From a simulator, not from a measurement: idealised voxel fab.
process module | voxel capacitor over wiring
cross-section cut | 275 nm wide | cells 5 nm
A cross-section is a grid of square cells, given in bands from the top down. A band is one or more rows of cells.
Each band's line starts with the height of the band's top and of its bottom, in nm. Then come its materials from left to right, each with its width in nm. One material with "throughout" fills the band from edge to edge. "air" is empty space.
Height 0 is the level under which the wafer as received is all one material. The lowest band goes on downwards, as in "0 down".
A width such as "30 to 40" changes by the same amount from each row of cells to the next, from the band's top row to its bottom row.
"no change" after a step means that no cell of the cross-section changed.
closed voids: empty space of 8 cells or more with no open way to the top, each as width x height at its distance from the left edge, in nm
after a step's settings: what the simulator itself notes on the step
overlay nm, on a step with a mask: how far to the right of its planned place the mask lay; to the left if negative
plan
1 op RECEIVE | material Si
2 op CONFORMAL_DEP | material SiO2 | thk nm 15
3 op CONFORMAL_DEP | material SiCN | thk nm 5
4 op DIRECTIONAL_DEP | material lowk | thk nm 25
5 op PATTERN | tone open | mask id METAL_1 | material resist | width nm 20 | pitch nm 80 | thk nm 15 | overlay nm 0
6 op DIRECTIONAL_ETCH | etch materials lowk | depth nm 25
7 op DIRECTIONAL_ETCH | etch materials SiCN | depth nm 5
8 op STRIP | etch materials resist
9 op CONFORMAL_DEP | material TiN | thk nm 5
10 op FILL_DEP | material W | thk nm 10
11 op CMP | height nm 45
12 op EPI | material Ru | thk nm 5
13 op FILL_DEP | material SiCN | thk nm 5
14 op DIRECTIONAL_DEP | material SiO2 | thk nm 10
15 op PATTERN | tone open | mask id PLUG_1 | material resist | width nm 15 | thk nm 15 | overlay nm 0
16 op DIRECTIONAL_ETCH | etch materials SiO2 | depth nm 10
17 op DIRECTIONAL_ETCH | etch materials SiCN | depth nm 5
18 op STRIP | etch materials resist
19 op CONFORMAL_DEP | material TiN | thk nm 5
20 op FILL_DEP | material W | thk nm 5
21 op CMP | height nm 65
22 op DIRECTIONAL_DEP | material TiN | thk nm 5
23 op DIRECTIONAL_DEP | material SiN | thk nm 5
24 op DIRECTIONAL_DEP | material TiN | thk nm 10
25 op DIRECTIONAL_DEP | material aC | thk nm 15
26 op PATTERN | tone cover | mask id UPPER_PLATE | material resist | width nm 65 | thk nm 30 | overlay nm 0
27 op DIRECTIONAL_ETCH | etch materials aC | depth nm 15
28 op STRIP | etch materials resist
29 op DIRECTIONAL_ETCH | etch materials TiN | depth nm 10
30 op DIRECTIONAL_ETCH | etch materials SiN | depth nm 5
31 op STRIP | etch materials aC
32 op PATTERN | tone cover | mask id LOWER_PLATE | material resist | width nm 75 | thk nm 15 | overlay nm 0
33 op DIRECTIONAL_ETCH | etch materials TiN | depth nm 5
34 op STRIP | etch materials resist
35 op FILL_DEP | material SiO2 | thk nm 15
36 op CMP | height nm 95
37 op MASKED_ETCH | tone open | mask id PLUG_2 | width nm 15 | etch materials SiO2 | depth nm 10 | overlay nm 0
38 op CONFORMAL_DEP | material TiN | thk nm 5
39 op FILL_DEP | material Ru | thk nm 5
40 op CMP | height nm 95
41 op CONFORMAL_DEP | material SiN | thk nm 5
varied across the wafers: thk nm of step 19. The plan shows the first wafer's value. All wafers start alike
first wafer as received, after step 1
  0 down: Si throughout
  closed voids: none
each wafer at the end: cells of each material gained (+) or lost (-) since it was received, then its closed voids
thk nm 5 | +13 Ru | +142 SiCN | +68 SiN | +539 SiO2 | +81 TiN | +22 W | +235 lowk | closed voids: none
thk nm 10 | +13 Ru | +142 SiCN | +68 SiN | +539 SiO2 | +83 TiN | +20 W | +235 lowk | closed voids: none
thk nm 15 | +13 Ru | +142 SiCN | +68 SiN | +539 SiO2 | +83 TiN | +20 W | +235 lowk | closed voids: none
thk nm 20 | +13 Ru | +142 SiCN | +68 SiN | +539 SiO2 | +83 TiN | +20 W | +235 lowk | closed voids: none
